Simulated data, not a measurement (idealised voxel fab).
The following is a process module called voxel local oxidation.
cross-section cut | 170 nm wide | cells 5 nm
Format of a cross-section: grid, square cells. Given as bands. Order: top down. Band: one or more rows of cells. This entry defines a band. It first specifies the height of the band's top and the height of its bottom in nm, and then specifies the band's materials from left to right, stating each material with its width in nm. The word "full width" identifies a single material that fills the band from edge to edge, while the word "blank" identifies empty space. Heights are expressed relative to 0, this being the level below which the as-received wafer comprises one material exclusively. The lowest band is unbounded in the downward direction and is denoted as in "0..down". Note: "30->40" means the width goes from the first number (top row of the band) to the second number (bottom row) in equal steps per row of cells. Where a step carries "identical to before", the cross-section came out of it unchanged, cell for cell. Enclosed voids (no open way to top), threshold 8 cells or more, entry "Cavities, closed", notation width x height at distance, distance from left edge, nm. Formally, on a step line, whatever follows the settings is a remark that the simulator itself makes on the step. When a step includes a mask, the "overlay nm" setting on its line states how far to the right of its planned place that mask lay, and negative values state how far to the left.

PROCESS STEPS FORESEEN IN THE PLAN
1: op RECEIVE | material Si
2: op CONFORMAL_DEP | material SiO2 | thk nm 5
3: op CONFORMAL_DEP | material SiN | thk nm 15
4: op DIRECTIONAL_DEP | material aC | thk nm 15
5: op PATTERN | tone cover | mask id ACTIVE | material resist | width nm 100 | thk nm 30 | overlay nm -15
6: op DIRECTIONAL_ETCH | etch materials aC | depth nm 15
7: op STRIP | etch materials resist
8: op DIRECTIONAL_ETCH | etch materials SiN | depth nm 15
9: op STRIP | etch materials aC
10: op SELECTIVE_ETCH | etch materials SiO2 | depth nm 5
11: op OXIDIZE | depth nm 10
12: op STRIP | etch materials SiN
The overlay nm used in step 5 is not the same on every wafer, whereas the starting condition is; the value printed in the plan is the first wafer's.

CUT THROUGH THE FIRST OF SEVERAL WAFERS AS RECEIVED, POST STEP 1
  0..down: Si full width
  Cavities, closed: none

AFTER THE MODULE'S FINAL STEP, STEP 12: THE FIRST OF SEVERAL WAFERS IN CROSS-SECTION
  5..0: 25 blank | 90 SiO2 | 55 blank
  0..-10: 35 SiO2 | 70 Si | 65 SiO2
  -10..down: Si full width
  Cavities, closed: none

SO THIS IS THE CROSS-SECTION ON THE LAST WAFER AT THE END OF THE MODULE
  5..0: 55 blank | 90 SiO2 | 25 blank
  0..-10: 65 SiO2 | 70 Si | 35 SiO2
  -10..down: Si full width
  Cavities, closed: none

WHAT FOLLOWS IS A TABLE IN WHICH EACH WAFER OCCUPIES A ROW; FOR THE WAFER AS IT STANDS AT THE CLOSE OF THE MODULE, THE ROW STATES, MATERIAL BY MATERIAL, HOW MANY CELLS HAVE BEEN GAINED (+) OR LOST (-) SINCE RECEIPT, AND THEN GIVES ITS CLOSED VOIDS
overlay nm -15 | -40 Si | +58 SiO2 | Cavities, closed: none
overlay nm -10 | -40 Si | +58 SiO2 | Cavities, closed: none
overlay nm -5 | -40 Si | +58 SiO2 | Cavities, closed: none
overlay nm 0 | -40 Si | +58 SiO2 | Cavities, closed: none
overlay nm 5 | -40 Si | +58 SiO2 | Cavities, closed: none
overlay nm 10 | -40 Si | +58 SiO2 | Cavities, closed: none
overlay nm 15 | -40 Si | +58 SiO2 | Cavities, closed: none
